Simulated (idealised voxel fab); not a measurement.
Process module heading - voxel double patterning
Each square cell in cross-section cut measures 5 nm, and the section as a whole is 240 nm wide.
If you're reading a cross-section in this doc, picture square cells in a grid; it comes to you as bands, top ones listed first down to the bottom, and a band can be one or more rows of cells.
It is stipulated that each band's entry specify, in nanometres, the height of the top of the band and then that of its bottom, followed by the materials of the band in left-to-right sequence, each together with its width in nanometres. A single material marked by the word "full width" is understood to fill the band from edge to edge; the word "empty" is understood to denote empty space.
Height 0 is the level under which the wafer as received is all one material. The lowest band goes on downwards, as in "0 and below".
A width such as "30..40" changes by the same amount from each row of cells to the next, from the band's top row to its bottom row.
For the purposes of this document, the phrase "nothing was modified" attached to a step denotes that no cell within the cross-section was modified by that step.
Reported under the label "Enclosed voids" are the empty spaces having no open way to the top and comprising 8 cells or more; the notation for each is width x height at distance, in which the distance is measured from the left edge and all three values are in nm.
Heads up: the bit after the settings on a step's line is the simulator's remark on that step.
Each step line may optionally specify "overlay nm", which for a step with a mask gives the rightward distance between the mask's planned place and where it lay, a negative value indicating the leftward direction.
[Steps in the process plan]
1 RECEIVE, material Si
2 CONFORMAL_DEP, material SiO2, thk nm 10
3 DIRECTIONAL_DEP, material W, thk nm 15
4 DIRECTIONAL_DEP, material SiCN, thk nm 5
5 PATTERN, tone open, mask id FIRST, material resist, width nm 15, pitch nm 50, thk nm 15, overlay nm 0
6 DIRECTIONAL_ETCH, etch materials SiCN, depth nm 5
7 STRIP, etch materials resist
8 DIRECTIONAL_DEP, material aC, thk nm 10
9 PATTERN, tone open, mask id SECOND, material resist, width nm 15, thk nm 30, overlay nm 0
10 DIRECTIONAL_ETCH, etch materials aC, depth nm 10
11 STRIP, etch materials resist
12 DIRECTIONAL_ETCH, etch materials SiCN, depth nm 5
13 STRIP, etch materials aC
14 DIRECTIONAL_ETCH, etch materials W, depth nm 15
15 STRIP, etch materials SiCN
[The cross-section here shows the wafer as received, i.e. in its state after step 1]
	0 and below = Si full width
	Enclosed voids: none
[Wafer at module end, in section. Began as above, planned as above, run with one mistake]
	25 down to 15 = SiO2 full width
	15 down to 0 = W full width
	0 and below = Si full width
	Enclosed voids: none
Here's what went sideways: ran 2 and 3 in swapped order versus the plan
